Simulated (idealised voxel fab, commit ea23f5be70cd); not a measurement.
This section sets out a process module, namely voxel gate over fins.
The figure presents cross-section cut, which has a width of 280 nm and is divided into square cells with an edge length of 5 nm.
If you're reading a cross-section in this doc, picture square cells in a grid; it comes to you as bands, top ones listed first down to the bottom, and a band can be one or more rows of cells.
A band entry consists of two parts. The first gives the height of the band's top and the height of its bottom, in nm. The rest lists the band's materials from left to right, each with its width in nm. A single material labelled with the word "everywhere" fills the band from edge to edge, and the word "air" marks empty space.
Heights from 0 (as-received wafer is one material below). Bottom band endless downward, as "top 0, no bottom".
You'd read "30..40" like this: the band's top row of cells is as wide as the first number, its bottom row is as wide as the second, and going down, every row changes width by the same amount as the row before did.
Key: "identical to before" - step with no changed cell in the cross-section.
"Completely enclosed voids" means: voids of 8 cells or more that are shut off from the top with no open way through. Written width x height at distance, distance from the left edge, in nm.
after a step's settings: what the simulator itself notes on the step
On any step carrying a mask, the "overlay nm" setting, if present on the step's line, tells how far right of its planned place the mask lay; negative values point to the left.

## The process steps that were planned are listed below
| 1 | RECEIVE: material Si |
| 2 | CONFORMAL_DEP: material SiN, thk nm 10 |
| 3 | MASKED_ETCH: tone cover, mask id FINS, width nm 15, pitch nm 55, etch materials SiN, depth nm 10, overlay nm 0 |
| 4 | MASKED_ETCH: tone cover, mask id FINS, width nm 15, pitch nm 55, etch materials Si, depth nm 30, overlay nm 0 |
| 5 | OXIDIZE: depth nm 5 |
| 6 | FILL_DEP: material SiO2, thk nm 5 |
| 7 | CMP: height nm 10 |
| 8 | PATTERN: tone open, mask id RAIL, material resist, width nm 15, thk nm 15, overlay nm 0 |
| 9 | DIRECTIONAL_ETCH: etch materials SiO2, depth nm 35 |
| 10 | STRIP: etch materials resist |
| 11 | CONFORMAL_DEP: material TiN, thk nm 5 |
| 12 | FILL_DEP: material Ru, thk nm 10 |
| 13 | CMP: height nm 10 |
| 14 | SELECTIVE_ETCH: etch materials W Ru TiN, depth nm 25 |
| 15 | FILL_DEP: material SiO2, thk nm 5 |
| 16 | CMP: height nm 10 |
| 17 | SELECTIVE_ETCH: etch materials SiO2, depth nm 20 |
| 18 | STRIP: etch materials SiN |
| 19 | CONFORMAL_DEP: material HfO2, thk nm 5 |
| 20 | CONFORMAL_DEP: material TiN, thk nm 5 |
| 21 | FILL_DEP: material W, thk nm 10 |
| 22 | CMP: height nm 5 |
| 23 | CONFORMAL_DEP: material SiN, thk nm 5 |
Quick note for whoever runs this: the wafers start identical, but the height nm at step 22 isn't the same across them. The plan just shows what the first wafer had.

## First wafer of several, as received: cross-section after step 1
> top 0, no bottom: Si everywhere
> Completely enclosed voids: none

## End of module: cross-section of the first of several wafers after step 23, the last step
> top 10, bottom 5: SiN everywhere
> top 5, bottom 0: W 45 nm, TiN 5 nm, HfO2 15 nm, TiN 5 nm, W 30 nm, TiN 5 nm, HfO2 15 nm, TiN 5 nm, W 30 nm, TiN 5 nm, HfO2 15 nm, TiN 5 nm, W 30 nm, TiN 5 nm, HfO2 15 nm, TiN 5 nm, W 45 nm
> top 0, bottom -5: TiN 50 nm, HfO2 5 nm, Si 5 nm, HfO2 5 nm, TiN 40 nm, HfO2 5 nm, Si 5 nm, HfO2 5 nm, TiN 40 nm, HfO2 5 nm, Si 5 nm, HfO2 5 nm, TiN 40 nm, HfO2 5 nm, Si 5 nm, HfO2 5 nm, TiN 50 nm
> top -5, bottom -10: HfO2 55 nm, Si 5 nm, HfO2 50 nm, Si 5 nm, HfO2 50 nm, Si 5 nm, HfO2 50 nm, Si 5 nm, HfO2 55 nm
> top -10, bottom -15: SiO2 55 nm, Si 5 nm, SiO2 50 nm, Si 5 nm, SiO2 50 nm, Si 5 nm, SiO2 50 nm, Si 5 nm, SiO2 55 nm
> top -15, bottom -20: SiO2 55 nm, Si 5 nm, SiO2 15 nm, TiN 5 nm, Ru 5 nm, TiN 5 nm, SiO2 20 nm, Si 5 nm, SiO2 50 nm, Si 5 nm, SiO2 50 nm, Si 5 nm, SiO2 55 nm
> top -20, bottom -25: SiO2 55 nm, Si 5 nm, SiO2 15 nm, TiN 15 nm, SiO2 20 nm, Si 5 nm, SiO2 50 nm, Si 5 nm, SiO2 50 nm, Si 5 nm, SiO2 55 nm
> top -25, bottom -35: SiO2 55 nm, Si 5 nm, SiO2 50 nm, Si 5 nm, SiO2 50 nm, Si 5 nm, SiO2 50 nm, Si 5 nm, SiO2 55 nm
> top -35, no bottom: Si everywhere
> Completely enclosed voids: none

## The final wafer, sectioned at module end
> top 25, bottom 20: SiN everywhere
> top 20, bottom 10: W everywhere
> top 10, bottom 5: W 45 nm, TiN 25 nm, W 30 nm, TiN 25 nm, W 30 nm, TiN 25 nm, W 30 nm, TiN 25 nm, W 45 nm
> top 5, bottom 0: W 45 nm, TiN 5 nm, HfO2 15 nm, TiN 5 nm, W 30 nm, TiN 5 nm, HfO2 15 nm, TiN 5 nm, W 30 nm, TiN 5 nm, HfO2 15 nm, TiN 5 nm, W 30 nm, TiN 5 nm, HfO2 15 nm, TiN 5 nm, W 45 nm
> top 0, bottom -5: TiN 50 nm, HfO2 5 nm, Si 5 nm, HfO2 5 nm, TiN 40 nm, HfO2 5 nm, Si 5 nm, HfO2 5 nm, TiN 40 nm, HfO2 5 nm, Si 5 nm, HfO2 5 nm, TiN 40 nm, HfO2 5 nm, Si 5 nm, HfO2 5 nm, TiN 50 nm
> top -5, bottom -10: HfO2 55 nm, Si 5 nm, HfO2 50 nm, Si 5 nm, HfO2 50 nm, Si 5 nm, HfO2 50 nm, Si 5 nm, HfO2 55 nm
> top -10, bottom -15: SiO2 55 nm, Si 5 nm, SiO2 50 nm, Si 5 nm, SiO2 50 nm, Si 5 nm, SiO2 50 nm, Si 5 nm, SiO2 55 nm
> top -15, bottom -20: SiO2 55 nm, Si 5 nm, SiO2 15 nm, TiN 5 nm, Ru 5 nm, TiN 5 nm, SiO2 20 nm, Si 5 nm, SiO2 50 nm, Si 5 nm, SiO2 50 nm, Si 5 nm, SiO2 55 nm
> top -20, bottom -25: SiO2 55 nm, Si 5 nm, SiO2 15 nm, TiN 15 nm, SiO2 20 nm, Si 5 nm, SiO2 50 nm, Si 5 nm, SiO2 50 nm, Si 5 nm, SiO2 55 nm
> top -25, bottom -35: SiO2 55 nm, Si 5 nm, SiO2 50 nm, Si 5 nm, SiO2 50 nm, Si 5 nm, SiO2 50 nm, Si 5 nm, SiO2 55 nm
> top -35, no bottom: Si everywhere
> Completely enclosed voids: none

## Heads up, this table goes wafer by wafer. A row tells you, at the end of the module, how many cells of each material that wafer has put on (+) or dropped (-) since it was received, and then its closed voids
height nm 5 | +72 HfO2 | +1 Ru | -364 Si | +56 SiN | +254 SiO2 | +57 TiN | +36 W | Completely enclosed voids: none
height nm 10 | +72 HfO2 | +1 Ru | -364 Si | +56 SiN | +254 SiO2 | +77 TiN | +72 W | Completely enclosed voids: none
height nm 15 | +72 HfO2 | +1 Ru | -364 Si | +56 SiN | +254 SiO2 | +77 TiN | +128 W | Completely enclosed voids: none
height nm 20 | +72 HfO2 | +1 Ru | -364 Si | +56 SiN | +254 SiO2 | +77 TiN | +184 W | Completely enclosed voids: none
